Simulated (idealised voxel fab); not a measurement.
You're looking at the process module voxel self aligned vias.
This is section cut - it's 285 nm across, gridded in 5 nm square cells.
For the purposes of this document, a cross-section shall be understood as a grid of square cells, specified as bands listed in top-to-bottom order, each band consisting of one or more rows of cells. The band entry comprises the height of the band's top followed by the height of its bottom, expressed in nm, and subsequently the band's materials from left to right, each stated together with its width in nm. Where a single material is marked with the word "edge to edge", that material fills the band from edge to edge. The word "blank" represents empty space. All heights in this document are referenced to 0, defined as the level beneath which the wafer, as received, consists entirely of one material. The lowest band is not bounded below; it extends indefinitely downward and is written in the form "z 0 and below". It should be noted that a width expressed as "30->40" varies in equal increments from row to row of cells within the band, taking the value of the first number at the top row and that of the second number at the bottom row. "nothing altered" for a step: no cell of the cross-section changed in that step. "Closed internal cavities" lists enclosed empty spaces (at least 8 cells, no open path upward to the top), each as width x height at distance from the left edge, in nm. Read whatever lies past the settings on a step's line as the simulator's own remark about the step. "overlay nm", when on a step's line for a step with a mask, measures how far to the right of its planned place the mask lay; a negative measure means to the left.

Here's what the planned process steps look like
1: RECEIVE: material Si
2: CONFORMAL_DEP: material SiO2, thk nm 10
3: CONFORMAL_DEP: material SiCN, thk nm 5
4: DIRECTIONAL_DEP: material SiO2, thk nm 30
5: MASKED_ETCH: tone open, mask id LINES, width nm 25, pitch nm 60, etch materials SiO2, depth nm 30, overlay nm 0
6: CONFORMAL_DEP: material TiN, thk nm 5
7: FILL_DEP: material Ru, thk nm 5
8: CMP: height nm 45
9: SELECTIVE_ETCH: etch materials W Ru TiN, depth nm 10
10: FILL_DEP: material SiN, thk nm 5
11: CMP: height nm 45
12: DIRECTIONAL_DEP: material SiO2, thk nm 20
13: DIRECTIONAL_DEP: material aC, thk nm 10
14: PATTERN: tone open, mask id VIAS, material resist, width nm 45, pitch nm 60, thk nm 30, overlay nm 0
15: DIRECTIONAL_ETCH: etch materials aC, depth nm 10
16: STRIP: etch materials resist
17: DIRECTIONAL_ETCH: etch materials SiO2, depth nm 20
18: DIRECTIONAL_ETCH: etch materials SiN, depth nm 10
19: STRIP: etch materials aC
20: CONFORMAL_DEP: material TiN, thk nm 5
21: FILL_DEP: material Ru, thk nm 10
22: CMP: height nm 65
23: CONFORMAL_DEP: material SiCN, thk nm 5

As-received wafer cross-section (after step 1)
- z 0 and below | Si edge to edge
- Closed internal cavities: none

What the wafer looks like in cross-section after this module, when it starts as shown above and follows the plan above but one mistake is made in running it
- z 65 to 60 | SiCN edge to edge
- z 60 to 50 | SiO2 90 / TiN 5 / Ru 35 / TiN 5 / SiO2 15 / TiN 5 / Ru 35 / TiN 5 / SiO2 90
- z 50 to 40 | SiO2 90->100 / TiN 15->5 / Ru 15 / TiN 15->5 / SiO2 15->35 / TiN 15->5 / Ru 15 / TiN 15->5 / SiO2 90->100
- z 40 to 35 | SiO2 100 / TiN 25 / SiO2 35 / TiN 25 / SiO2 100
- z 35 to 20 | SiO2 100 / TiN 5 / Ru 15 / TiN 5 / SiO2 35 / TiN 5 / Ru 15 / TiN 5 / SiO2 100
- z 20 to 15 | SiO2 100 / TiN 25 / SiO2 35 / TiN 25 / SiO2 100
- z 15 to 10 | SiCN edge to edge
- z 10 to 0 | SiO2 edge to edge
- z 0 and below | Si edge to edge
- Closed internal cavities: none
Deviation noted in wafer processing: step 22 was processed under conditions differing from the plan, specifically as CMP: height nm 60
